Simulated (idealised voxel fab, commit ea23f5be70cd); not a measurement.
process module | voxel self aligned vias
Square cell edge 5 nm, section width 265 nm, ID cut.
If you're reading a cross-section in this doc, picture square cells in a grid; it comes to you as bands, top ones listed first down to the bottom, and a band can be one or more rows of cells. A band entry consists of two parts. The first gives the height of the band's top and the height of its bottom, in nm. The rest lists the band's materials from left to right, each with its width in nm. A single material labelled with the word "full width" fills the band from edge to edge, and the word "air" marks empty space. Height 0 is the level under which the wafer as received is all one material. The lowest band goes on downwards, as in "from 0 down". A width given as "30 to 40" starts at the first number in the band's top row and ends at the second number in its bottom row, shifting by an equal amount at every step from row to row. "changes: none", as given for a step, is the statement that not any cell of the cross-section underwent a change during that step. For the entry "Cavities, closed", the listed items are empty spaces with no open way to the top whose size is 8 cells or more; each item follows the pattern width x height at distance, where distance is from the left edge and all three are in nm. Formally, on a step line, whatever follows the settings is a remark that the simulator itself makes on the step. overlay nm: mask offset rightward from planned place, masked step; negative means leftward offset.
Process steps - plan
| 1 | RECEIVE [material Si] |
| 2 | CONFORMAL_DEP [material SiO2] [thk nm 15] |
| 3 | CONFORMAL_DEP [material SiCN] [thk nm 5] |
| 4 | DIRECTIONAL_DEP [material lowk] [thk nm 25] |
| 5 | DIRECTIONAL_DEP [material aC] [thk nm 15] |
| 6 | PATTERN [tone open] [mask id LINES] [material resist] [width nm 20] [pitch nm 60] [thk nm 35] [overlay nm -15] |
| 7 | DIRECTIONAL_ETCH [etch materials aC] [depth nm 15] |
| 8 | STRIP [etch materials resist] |
| 9 | DIRECTIONAL_ETCH [etch materials lowk] [depth nm 25] |
| 10 | STRIP [etch materials aC] |
| 11 | CONFORMAL_DEP [material TiN] [thk nm 5] |
| 12 | FILL_DEP [material W] [thk nm 5] |
| 13 | CMP [height nm 45] |
| 14 | SELECTIVE_ETCH [etch materials W Ru TiN] [depth nm 10] |
| 15 | FILL_DEP [material SiN] [thk nm 10] |
| 16 | CMP [height nm 45] |
| 17 | DIRECTIONAL_DEP [material lowk] [thk nm 15] |
| 18 | DIRECTIONAL_DEP [material aC] [thk nm 15] |
| 19 | PATTERN [tone open] [mask id VIAS] [material resist] [width nm 30] [pitch nm 60] [thk nm 35] [overlay nm 0] |
| 20 | DIRECTIONAL_ETCH [etch materials aC] [depth nm 15] |
| 21 | STRIP [etch materials resist] |
| 22 | DIRECTIONAL_ETCH [etch materials lowk] [depth nm 15] |
| 23 | DIRECTIONAL_ETCH [etch materials SiN] [depth nm 10] |
| 24 | STRIP [etch materials aC] |
| 25 | CONFORMAL_DEP [material TiN] [thk nm 5] |
| 26 | FILL_DEP [material W] [thk nm 10] |
| 27 | CMP [height nm 60] |
| 28 | CONFORMAL_DEP [material SiN] [thk nm 5] |
The overlay nm used in step 6 is not the same on every wafer, whereas the starting condition is; the value printed in the plan is the first wafer's.
Received condition of the first of several wafers, sectioned: post-step 1
	from 0 down  Si full width
	Cavities, closed: none
End of module: cross-section of the first of several wafers after step 28, the last step
	from 65 to 60  SiN full width
	from 60 to 50  lowk: 55, TiN: 5, W: 20, TiN: 5, lowk: 30, TiN: 5, W: 20, TiN: 5, lowk: 30, TiN: 5, W: 20, TiN: 5, lowk: 60
	from 50 to 45  lowk: 55, TiN: 30, lowk: 30, TiN: 30, lowk: 30, TiN: 30, lowk: 60
	from 45 to 35  lowk: 45, SiN: 10, TiN: 10, lowk: 40, SiN: 10, TiN: 10, lowk: 40, SiN: 10, TiN: 10, lowk: 80
	from 35 to 25  lowk: 45, TiN: 5, W: 10, TiN: 5, lowk: 40, TiN: 5, W: 10, TiN: 5, lowk: 40, TiN: 5, W: 10, TiN: 5, lowk: 80
	from 25 to 20  lowk: 45, TiN: 20, lowk: 40, TiN: 20, lowk: 40, TiN: 20, lowk: 80
	from 20 to 15  SiCN full width
	from 15 to 0  SiO2 full width
	from 0 down  Si full width
	Cavities, closed: none
Showing the last wafer in cross-section at the end of the module
	from 65 to 60  SiN full width
	from 60 to 50  lowk: 55, TiN: 5, W: 20, TiN: 5, lowk: 30, TiN: 5, W: 20, TiN: 5, lowk: 30, TiN: 5, W: 20, TiN: 5, lowk: 60
	from 50 to 45  lowk: 55, TiN: 30, lowk: 30, TiN: 30, lowk: 30, TiN: 30, lowk: 60
	from 45 to 35  lowk: 75, TiN: 10, SiN: 10, lowk: 40, TiN: 10, SiN: 10, lowk: 40, TiN: 10, SiN: 10, lowk: 50
	from 35 to 25  lowk: 75, TiN: 5, W: 10, TiN: 5, lowk: 40, TiN: 5, W: 10, TiN: 5, lowk: 40, TiN: 5, W: 10, TiN: 5, lowk: 50
	from 25 to 20  lowk: 75, TiN: 20, lowk: 40, TiN: 20, lowk: 40, TiN: 20, lowk: 50
	from 20 to 15  SiCN full width
	from 15 to 0  SiO2 full width
	from 0 down  Si full width
	Cavities, closed: none
Tabulated below, wafer by wafer, are the end-of-module results: for each material, the number of cells gained (+) or lost (-) relative to the as-received state, followed by the closed voids
overlay nm -15 | +53 SiCN | +65 SiN | +159 SiO2 | +66 TiN | +36 W | +310 lowk | Cavities, closed: none
overlay nm -10 | +53 SiCN | +59 SiN | +159 SiO2 | +66 TiN | +42 W | +310 lowk | Cavities, closed: none
overlay nm -5 | +53 SiCN | +53 SiN | +159 SiO2 | +66 TiN | +48 W | +310 lowk | Cavities, closed: none
overlay nm 0 | +53 SiCN | +53 SiN | +159 SiO2 | +66 TiN | +48 W | +310 lowk | Cavities, closed: none
overlay nm 5 | +53 SiCN | +53 SiN | +159 SiO2 | +66 TiN | +48 W | +310 lowk | Cavities, closed: none
overlay nm 10 | +53 SiCN | +59 SiN | +159 SiO2 | +66 TiN | +42 W | +310 lowk | Cavities, closed: none
overlay nm 15 | +53 SiCN | +65 SiN | +159 SiO2 | +66 TiN | +36 W | +310 lowk | Cavities, closed: none
